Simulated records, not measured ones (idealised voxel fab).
Process module heading - voxel self aligned vias
Xsec cut, 295 nm wide, square cell size 5 nm.
For the purposes of this document, a cross-section shall be understood as a grid of square cells, specified as bands listed in top-to-bottom order, each band consisting of one or more rows of cells. In this notation a band is specified by the heights of its top and bottom, in that order and in nm, after which its materials appear from left to right, each paired with its width in nm. The word "full width" attached to a single material means that material fills the band from edge to edge; the word "empty" stands for empty space. Note: height 0 marks the level under which the wafer is uniformly one material as received. Lowest band unbounded below, written "0 -> down". Graded width ("30..40"): value in top row of band = first number; value in bottom row = second number; row-to-row change constant. Any step labelled "all unchanged" changed none of the cells in the cross-section. For the entry "Closed voids list", the listed items are empty spaces with no open way to the top whose size is 8 cells or more; each item follows the pattern width x height at distance, where distance is from the left edge and all three are in nm. Read whatever lies past the settings on a step's line as the simulator's own remark about the step. The optional step-line setting "overlay nm" applies to steps with a mask and quantifies how far to the right of its planned location the mask lay, a negative value indicating leftward placement.
# Below is the list of planned process steps
| 1 | RECEIVE: material Si |
| 2 | CONFORMAL_DEP: material SiO2, thk nm 15 |
| 3 | CONFORMAL_DEP: material SiCN, thk nm 5 |
| 4 | DIRECTIONAL_DEP: material lowk, thk nm 25 |
| 5 | MASKED_ETCH: tone open, mask id LINES, width nm 20, pitch nm 70, etch materials lowk, depth nm 25, overlay nm 0 |
| 6 | CONFORMAL_DEP: material TiN, thk nm 5 |
| 7 | FILL_DEP: material W, thk nm 10 |
| 8 | CMP: height nm 45 |
| 9 | SELECTIVE_ETCH: etch materials W Ru TiN, depth nm 10 |
| 10 | FILL_DEP: material SiN, thk nm 5 |
| 11 | CMP: height nm 45 |
| 12 | DIRECTIONAL_DEP: material lowk, thk nm 20 |
| 13 | DIRECTIONAL_DEP: material aC, thk nm 15 |
| 14 | PATTERN: tone open, mask id VIAS, material resist, width nm 40, pitch nm 70, thk nm 35, overlay nm 0 |
| 15 | DIRECTIONAL_ETCH: etch materials aC, depth nm 15 |
| 16 | STRIP: etch materials resist |
| 17 | DIRECTIONAL_ETCH: etch materials lowk, depth nm 20 |
| 18 | DIRECTIONAL_ETCH: etch materials SiN, depth nm 10 |
| 19 | STRIP: etch materials aC |
| 20 | CONFORMAL_DEP: material TiN, thk nm 5 |
| 21 | FILL_DEP: material Cu, thk nm 10 |
| 22 | CMP: height nm 65 |
| 23 | CONFORMAL_DEP: material SiCN, thk nm 5 |
For clarity, it should be stated that the wafers under discussion commence in an identical condition and differ with respect to the thk nm of step 3, the plan indicating the value that the first wafer had.
# Cross-section: the first of several wafers in its as-received state, i.e. following step 1
    0 -> down | Si full width
    Closed voids list: none
# Post step 23, the closing step of the module: first of several wafers, cross-sectioned
    70 -> 65 | SiCN full width
    65 -> 50 | 55 nm lowk / 5 nm TiN / 30 nm Cu / 5 nm TiN / 30 nm lowk / 5 nm TiN / 30 nm Cu / 5 nm TiN / 30 nm lowk / 5 nm TiN / 30 nm Cu / 5 nm TiN / 60 nm lowk
    50 -> 40 | 55..65 nm lowk / 15..5 nm TiN / 10 nm Cu / 15..5 nm TiN / 30..50 nm lowk / 15..5 nm TiN / 10 nm Cu / 15..5 nm TiN / 30..50 nm lowk / 15..5 nm TiN / 10 nm Cu / 15..5 nm TiN / 60..70 nm lowk
    40 -> 35 | 65 nm lowk / 20 nm TiN / 50 nm lowk / 20 nm TiN / 50 nm lowk / 20 nm TiN / 70 nm lowk
    35 -> 25 | 65 nm lowk / 5 nm TiN / 10 nm W / 5 nm TiN / 50 nm lowk / 5 nm TiN / 10 nm W / 5 nm TiN / 50 nm lowk / 5 nm TiN / 10 nm W / 5 nm TiN / 70 nm lowk
    25 -> 20 | 65 nm lowk / 20 nm TiN / 50 nm lowk / 20 nm TiN / 50 nm lowk / 20 nm TiN / 70 nm lowk
    20 -> 15 | SiCN full width
    15 -> 0 | SiO2 full width
    0 -> down | Si full width
    Closed voids list: none
# Showing the last wafer in cross-section at the end of the module
    70 -> 65 | SiCN full width
    65 -> 50 | 55 nm lowk / 5 nm TiN / 30 nm Cu / 5 nm TiN / 30 nm lowk / 5 nm TiN / 30 nm Cu / 5 nm TiN / 30 nm lowk / 5 nm TiN / 30 nm Cu / 5 nm TiN / 60 nm lowk
    50 -> 40 | 55..65 nm lowk / 15..5 nm TiN / 10 nm Cu / 15..5 nm TiN / 30..50 nm lowk / 15..5 nm TiN / 10 nm Cu / 15..5 nm TiN / 30..50 nm lowk / 15..5 nm TiN / 10 nm Cu / 15..5 nm TiN / 60..70 nm lowk
    40 -> 35 | 65 nm lowk / 20 nm TiN / 50 nm lowk / 20 nm TiN / 50 nm lowk / 20 nm TiN / 70 nm lowk
    35 -> 15 | SiCN full width
    15 -> 0 | SiO2 full width
    0 -> down | Si full width
    Closed voids list: none
# The table below has one row for each wafer; a row shows, as of the end of the module, how many cells of each material the wafer has gained, marked (+), or lost, marked (-), since it was received, and then the wafer's closed voids
thk nm 5; +66 Cu; +118 SiCN; +177 SiO2; +78 TiN; +12 W; +375 lowk; Closed voids list: none
thk nm 10; +66 Cu; +177 SiCN; +177 SiO2; +72 TiN; +6 W; +328 lowk; Closed voids list: none
thk nm 15; +66 Cu; +236 SiCN; +177 SiO2; +66 TiN; +281 lowk; Closed voids list: none
thk nm 20; +66 Cu; +295 SiCN; +177 SiO2; +54 TiN; +234 lowk; Closed voids list: none
